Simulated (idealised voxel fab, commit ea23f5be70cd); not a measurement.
process module | voxel wiring stack
Square cell edge 5 nm, section width 250 nm, ID cut.
Cross-section spec: square-cell grid; bands listed top down; each band is one or more rows.
It is stipulated that each band's entry specify, in nanometres, the height of the top of the band and then that of its bottom, followed by the materials of the band in left-to-right sequence, each together with its width in nanometres. A single material marked by the word "everywhere" is understood to fill the band from edge to edge; the word "blank" is understood to denote empty space.
Height 0 is the level under which the wafer as received is all one material. The lowest band goes on downwards, as in "0 nm and below".
With a width like "30..40", each row of cells in the band differs from the next by the same amount, the top row carrying the first number and the bottom row the second.
Take "no change" at face value: in the step it is given for, the cross-section changed in none of its cells.
"Closed void list": sealed empty spaces, 8 cells or more, no open way to top, listed width x height at distance, with distance from the left edge and width, height and distance in nm.
Where a step's line continues beyond its settings, the continuation is a remark by the simulator itself on that step.
A step's line can hold "overlay nm"; with a mask on that step, the setting says how far right of the planned place the mask lay, while a negative setting says it lay to the left.

Process steps foreseen in the plan:
1: RECEIVE, material Si
2: CONFORMAL_DEP, material SiO2, thk nm 15
3: CONFORMAL_DEP, material SiN, thk nm 5
4: DIRECTIONAL_DEP, material lowk, thk nm 20
5: MASKED_ETCH, tone open, mask id METAL_1, width nm 20, pitch nm 60, etch materials lowk, depth nm 20, overlay nm 0
6: MASKED_ETCH, tone open, mask id METAL_1, width nm 30, pitch nm 60, etch materials SiN, depth nm 5, overlay nm 0
7: CONFORMAL_DEP, material TiN, thk nm 5
8: FILL_DEP, material Cu, thk nm 10
9: CMP, height nm 40
10: CONFORMAL_DEP, material SiCN, thk nm 5
11: DIRECTIONAL_DEP, material lowk, thk nm 20
12: PATTERN, tone open, mask id PLUG_1, material resist, width nm 15, pitch nm 60, thk nm 15, overlay nm 0
13: DIRECTIONAL_ETCH, etch materials lowk, depth nm 20
14: DIRECTIONAL_ETCH, etch materials SiCN, depth nm 5
15: STRIP, etch materials resist
16: CONFORMAL_DEP, material TiN, thk nm 5
17: FILL_DEP, material Ru, thk nm 5
18: CMP, height nm 65
19: CONFORMAL_DEP, material SiN, thk nm 5
20: DIRECTIONAL_DEP, material SiO2, thk nm 15
21: DIRECTIONAL_DEP, material aC, thk nm 15
22: PATTERN, tone open, mask id METAL_2, material resist, width nm 30, pitch nm 60, thk nm 35, overlay nm 0
23: DIRECTIONAL_ETCH, etch materials aC, depth nm 15
24: STRIP, etch materials resist
25: DIRECTIONAL_ETCH, etch materials SiO2, depth nm 15
26: DIRECTIONAL_ETCH, etch materials SiN, depth nm 5
27: STRIP, etch materials aC
28: CONFORMAL_DEP, material TiN, thk nm 5
29: FILL_DEP, material Cu, thk nm 5
30: CMP, height nm 85
31: CONFORMAL_DEP, material SiN, thk nm 5
For clarity, it should be stated that the wafers under discussion commence in an identical condition and differ with respect to the width nm of step 5, the plan indicating the value that the first wafer had.

First of several wafers, received after step 1, in cross-section:
> 0 nm and below  Si everywhere
> Closed void list: none

Table: wafers, a row each; end-of-module cell change per material since receipt, gain (+), loss (-); then closed voids:
width nm 20; +60 Cu; +12 Ru; +41 SiCN; +120 SiN; +246 SiO2; +105 TiN; +316 lowk; Closed void list: none
width nm 25; +72 Cu; +12 Ru; +41 SiCN; +117 SiN; +246 SiO2; +108 TiN; +304 lowk; Closed void list: none
width nm 30; +84 Cu; +12 Ru; +41 SiCN; +114 SiN; +246 SiO2; +111 TiN; +292 lowk; Closed void list: none
width nm 35; +93 Cu; +12 Ru; +41 SiCN; +114 SiN; +246 SiO2; +114 TiN; +280 lowk; Closed void list: none
width nm 40; +102 Cu; +12 Ru; +41 SiCN; +114 SiN; +246 SiO2; +117 TiN; +268 lowk; Closed void list: none
width nm 45; +111 Cu; +12 Ru; +41 SiCN; +114 SiN; +246 SiO2; +120 TiN; +256 lowk; Closed void list: none
